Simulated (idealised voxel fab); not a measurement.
Documented hereafter: the process module known as voxel wiring stack.
For reference, the cross-section in this document is cut, with width 205 nm and square cells of 5 nm.
If you're reading a cross-section in this doc, picture square cells in a grid; it comes to you as bands, top ones listed first down to the bottom, and a band can be one or more rows of cells.
It is stipulated that each band's entry specify, in nanometres, the height of the top of the band and then that of its bottom, followed by the materials of the band in left-to-right sequence, each together with its width in nanometres. A single material marked by the word "all across" is understood to fill the band from edge to edge; the word "blank" is understood to denote empty space.
A quick word on heights: they are counted from 0, and under that level the wafer as it came to us is one material throughout. The lowest band is different from the rest in having no bottom; it simply continues downward, written as in "0 down".
Width "30 to 40": first value at the band's top row of cells, second value at its bottom row, equal change from row to row.
Step marked "no change occurred"? Then no cell in the cross-section changed in it.
"Enclosed void listing" - sealed voids, min. 8 cells, no opening to top; format: width x height at distance (distance from left edge; nm throughout).
Whatever follows a step's settings on its line is a remark the simulator itself makes about that step.
If you see "overlay nm" on a step's line and that step has a mask, it's telling you how far right of where it was planned the mask ended up; a negative number means it went left instead.
[Process steps (planned)]
1) RECEIVE [material Si]
2) CONFORMAL_DEP [material SiO2] [thk nm 10]
3) DIRECTIONAL_DEP [material TiN] [thk nm 5]
4) DIRECTIONAL_DEP [material Ru] [thk nm 15]
5) DIRECTIONAL_DEP [material aC] [thk nm 15]
6) PATTERN [tone cover] [mask id METAL_1] [material resist] [width nm 20] [pitch nm 60] [thk nm 35] [overlay nm 0]
7) DIRECTIONAL_ETCH [etch materials aC] [depth nm 15]
8) STRIP [etch materials resist]
9) DIRECTIONAL_ETCH [etch materials Ru] [depth nm 15]
10) DIRECTIONAL_ETCH [etch materials TiN] [depth nm 5]
11) STRIP [etch materials aC]
12) FILL_DEP [material lowk] [thk nm 5]
13) CMP [height nm 30]
14) CONFORMAL_DEP [material SiCN] [thk nm 5]
15) DIRECTIONAL_DEP [material lowk] [thk nm 25]
16) PATTERN [tone open] [mask id METAL_2] [material resist] [width nm 30] [pitch nm 60] [thk nm 20] [overlay nm 0]
17) DIRECTIONAL_ETCH [etch materials lowk] [depth nm 15]
18) STRIP [etch materials resist]
19) PATTERN [tone open] [mask id METAL_2_HOLES] [material resist] [width nm 15] [pitch nm 60] [thk nm 20] [overlay nm 0]
20) DIRECTIONAL_ETCH [etch materials lowk] [depth nm 10]
21) DIRECTIONAL_ETCH [etch materials SiCN] [depth nm 5]
22) STRIP [etch materials resist]
23) CONFORMAL_DEP [material TiN] [thk nm 5]
24) FILL_DEP [material Ru] [thk nm 5]
25) CMP [height nm 60]
26) CONFORMAL_DEP [material SiCN] [thk nm 5]
27) DIRECTIONAL_DEP [material SiO2] [thk nm 10]
28) PATTERN [tone open] [mask id PLUG_2] [material resist] [width nm 15] [pitch nm 60] [thk nm 20] [overlay nm 0]
29) DIRECTIONAL_ETCH [etch materials SiO2] [depth nm 10]
30) DIRECTIONAL_ETCH [etch materials SiCN] [depth nm 5]
31) STRIP [etch materials resist]
32) CONFORMAL_DEP [material TiN] [thk nm 5]
33) FILL_DEP [material W] [thk nm 5]
34) CMP [height nm 75]
35) CONFORMAL_DEP [material SiN] [thk nm 5]
36) DIRECTIONAL_DEP [material lowk] [thk nm 20]
37) DIRECTIONAL_DEP [material aC] [thk nm 15]
38) PATTERN [tone open] [mask id METAL_3] [material resist] [width nm 30] [pitch nm 60] [thk nm 30] [overlay nm 0]
39) DIRECTIONAL_ETCH [etch materials aC] [depth nm 15]
40) STRIP [etch materials resist]
41) DIRECTIONAL_ETCH [etch materials lowk] [depth nm 20]
42) DIRECTIONAL_ETCH [etch materials SiN] [depth nm 5]
43) STRIP [etch materials aC]
44) CONFORMAL_DEP [material TiN] [thk nm 5]
45) FILL_DEP [material Ru] [thk nm 5]
46) CMP [height nm 100]
47) CONFORMAL_DEP [material SiN] [thk nm 5]
The wafers in this document start out alike and differ in the width nm applied at step 6; the plan shows the value used for the first wafer.
[Received condition of the first of several wafers, sectioned: post-step 1]
	0 down: Si all across
	Enclosed void listing: none
[At the end of the module, after its last step, step 47, the first of several wafers appears in cross-section as follows]
	105 to 100: SiN all across
	100 to 80: 55 of lowk, 5 of TiN, 20 of Ru, 5 of TiN, 30 of lowk, 5 of TiN, 20 of Ru, 5 of TiN, 60 of lowk
	80 to 75: 55 of SiN, 30 of TiN, 30 of SiN, 30 of TiN, 60 of SiN
	75 to 65: 55 of SiO2, 5 of TiN, 5 of W, 5 of TiN, 45 of SiO2, 5 of TiN, 5 of W, 5 of TiN, 75 of SiO2
	65 to 60: 55 of SiCN, 15 of TiN, 45 of SiCN, 15 of TiN, 75 of SiCN
	60 to 50: 55 of lowk, 5 of TiN, 20 of Ru, 5 of TiN, 30 of lowk, 5 of TiN, 20 of Ru, 5 of TiN, 60 of lowk
	50 to 45: 55 of lowk, 5 of TiN, 5 of Ru, 20 of TiN, 30 of lowk, 5 of TiN, 5 of Ru, 20 of TiN, 60 of lowk
	45 to 35: 55 of lowk, 5 of TiN, 5 of Ru, 5 of TiN, 45 of lowk, 5 of TiN, 5 of Ru, 5 of TiN, 75 of lowk
	35 to 30: 55 of SiCN, 15 of TiN, 45 of SiCN, 15 of TiN, 75 of SiCN
	30 to 15: 60 of lowk, 20 of Ru, 40 of lowk, 20 of Ru, 65 of lowk
	15 to 10: 60 of lowk, 20 of TiN, 40 of lowk, 20 of TiN, 65 of lowk
	10 to 0: SiO2 all across
	0 down: Si all across
	Enclosed void listing: none
[End of module: cross-section, last of several wafers]
	105 to 100: SiN all across
	100 to 80: 55 of lowk, 5 of TiN, 20 of Ru, 5 of TiN, 30 of lowk, 5 of TiN, 20 of Ru, 5 of TiN, 60 of lowk
	80 to 75: 55 of SiN, 30 of TiN, 30 of SiN, 30 of TiN, 60 of SiN
	75 to 65: 55 of SiO2, 5 of TiN, 5 of W, 5 of TiN, 45 of SiO2, 5 of TiN, 5 of W, 5 of TiN, 75 of SiO2
	65 to 60: 55 of SiCN, 15 of TiN, 45 of SiCN, 15 of TiN, 75 of SiCN
	60 to 50: 55 of lowk, 5 of TiN, 20 of Ru, 5 of TiN, 30 of lowk, 5 of TiN, 20 of Ru, 5 of TiN, 60 of lowk
	50 to 45: 55 of lowk, 5 of TiN, 5 of Ru, 20 of TiN, 30 of lowk, 5 of TiN, 5 of Ru, 20 of TiN, 60 of lowk
	45 to 35: 55 of lowk, 5 of TiN, 5 of Ru, 5 of TiN, 45 of lowk, 5 of TiN, 5 of Ru, 5 of TiN, 75 of lowk
	35 to 30: 55 of SiCN, 15 of TiN, 45 of SiCN, 15 of TiN, 75 of SiCN
	30 to 15: 50 of lowk, 45 of Ru, 15 of lowk, 45 of Ru, 50 of lowk
	15 to 10: 50 of lowk, 45 of TiN, 15 of lowk, 45 of TiN, 50 of lowk
	10 to 0: SiO2 all across
	0 down: Si all across
	Enclosed void listing: none
[Note: the following table is arranged by wafer, a row apiece. Each row reports the end-of-module state: per material, cells gained (+) or cells lost (-) compared with the wafer as received; closed voids follow]
width nm 20; +78 Ru; +70 SiCN; +70 SiN; +152 SiO2; +82 TiN; +4 W; +405 lowk; Enclosed void listing: none
width nm 25; +84 Ru; +70 SiCN; +70 SiN; +152 SiO2; +84 TiN; +4 W; +397 lowk; Enclosed void listing: none
width nm 30; +90 Ru; +70 SiCN; +70 SiN; +152 SiO2; +86 TiN; +4 W; +389 lowk; Enclosed void listing: none
width nm 35; +96 Ru; +70 SiCN; +70 SiN; +152 SiO2; +88 TiN; +4 W; +381 lowk; Enclosed void listing: none
width nm 40; +102 Ru; +70 SiCN; +70 SiN; +152 SiO2; +90 TiN; +4 W; +373 lowk; Enclosed void listing: none
width nm 45; +108 Ru; +70 SiCN; +70 SiN; +152 SiO2; +92 TiN; +4 W; +365 lowk; Enclosed void listing: none
